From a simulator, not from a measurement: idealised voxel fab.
process module | voxel plated lines
cross-section cut | 265 nm wide | cells 5 nm
A cross-section is a grid of square cells, given in bands from the top down. A band is one or more rows of cells.
Each band's line starts with the height of the band's top and of its bottom, in nm. Then come its materials from left to right, each with its width in nm. One material with "throughout" fills the band from edge to edge. "air" is empty space.
Height 0 is the level under which the wafer as received is all one material. The lowest band goes on downwards, as in "0 down".
A width such as "30 to 40" changes by the same amount from each row of cells to the next, from the band's top row to its bottom row.
"no change" after a step means that no cell of the cross-section changed.
closed voids: empty space of 8 cells or more with no open way to the top, each as width x height at its distance from the left edge, in nm
after a step's settings: what the simulator itself notes on the step
overlay nm, on a step with a mask: how far to the right of its planned place the mask lay; to the left if negative
plan
1 op RECEIVE | material Si
2 op CONFORMAL_DEP | material SiO2 | thk nm 5
3 op DIRECTIONAL_DEP | material TiN | thk nm 5
4 op PATTERN | tone open | mask id LINES | material resist | width nm 20 | pitch nm 45 | thk nm 25 | overlay nm -15
5 op EPI | material Ru | thk nm 5
6 op EPI | material Ru | thk nm 5
7 op STRIP | etch materials resist
8 op DIRECTIONAL_ETCH | etch materials TiN | depth nm 5
9 op CONFORMAL_DEP | material SiN | thk nm 5
varied across the wafers: overlay nm of step 4. The plan shows the first wafer's value. All wafers start alike
first wafer as received, after step 1
  0 down: Si throughout
  closed voids: none
each wafer at the end: cells of each material gained (+) or lost (-) since it was received, then its closed voids
overlay nm -15 | +32 Ru | +77 SiN | +53 SiO2 | +16 TiN | closed voids: none
overlay nm -10 | +32 Ru | +77 SiN | +53 SiO2 | +16 TiN | closed voids: none
overlay nm -5 | +32 Ru | +77 SiN | +53 SiO2 | +16 TiN | closed voids: none
overlay nm 0 | +32 Ru | +77 SiN | +53 SiO2 | +16 TiN | closed voids: none
overlay nm 5 | +32 Ru | +77 SiN | +53 SiO2 | +16 TiN | closed voids: none
overlay nm 10 | +32 Ru | +77 SiN | +53 SiO2 | +16 TiN | closed voids: none
overlay nm 15 | +32 Ru | +77 SiN | +53 SiO2 | +16 TiN | closed voids: none
